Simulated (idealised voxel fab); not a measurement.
Process module under the name voxel gate over fins
Displayed cross-section: cut, width of 255 nm, square cells sized 5 nm.
Cross-section, as written here: a square-cell grid given band by band from the top down, where a band holds one or more rows of cells.
What a band's entry tells you: where the top is and where the bottom is, as heights in nm, and after that what lies inside, material by material from left to right, each with its width in nm. Empty space is written as the word "blank", and a single material marked with the word "full width" occupies the band from edge to edge.
We count height from 0. Below that, the starting wafer is all one material. The lowest band never ends at the bottom but goes on down; see "0 and below" for how that is written.
With a width like "30..40", each row of cells in the band differs from the next by the same amount, the top row carrying the first number and the bottom row the second.
Any step labelled "nothing got changed" changed none of the cells in the cross-section.
Voids not open to the top, 8 cells minimum: see "Closed-off voids". Written width x height at distance; distance is from the left edge; nm.
The remark found on a step's line after its settings is issued by the simulator itself and pertains to that step.
The setting "overlay nm" may be written on the line of a step. When the step uses a mask, the value reports how far to the right of the planned place the mask lay, and a negative value reports that it lay to the left.
### Planned process steps
1 RECEIVE,material Si
2 CONFORMAL_DEP,material SiN,thk nm 10
3 MASKED_ETCH,tone cover,mask id FINS,width nm 15,pitch nm 45,etch materials SiN,depth nm 10,overlay nm 0
4 MASKED_ETCH,tone cover,mask id FINS,width nm 15,pitch nm 45,etch materials Si,depth nm 30,overlay nm 0
5 OXIDIZE,depth nm 5
6 FILL_DEP,material SiO2,thk nm 10
7 CMP,height nm 10
8 SELECTIVE_ETCH,etch materials SiO2,depth nm 25
9 STRIP,etch materials SiN
10 CONFORMAL_DEP,material HfO2,thk nm 5
11 CONFORMAL_DEP,material TiN,thk nm 5
12 FILL_DEP,material W,thk nm 15
13 CMP,height nm 20
14 CONFORMAL_DEP,material SiN,thk nm 10
### The cross-section here shows the wafer as received, i.e. in its state after step 1
* 0 and below = Si full width
* Closed-off voids: none
### End-of-module cross-section. Starting structure and process plan as above; one mistake made in running it
* 30 down to 20 = SiN full width
* 20 down to 5 = W full width
* 5 down to 0 = W (95) | TiN (15) | W (30) | TiN (15) | W (100)
* 0 down to -10 = W (95) | TiN (5) | Si (5) | TiN (5) | W (30) | TiN (5) | Si (5) | TiN (5) | W (100)
* -10 down to -15 = TiN (100) | Si (5) | TiN (40) | Si (5) | TiN (105)
* -15 down to -35 = SiO2 (100) | Si (5) | SiO2 (40) | Si (5) | SiO2 (105)
* -35 and below = Si full width
* Closed-off voids: none
Error vs. plan: step 10 was dropped from the plan's execution and never run
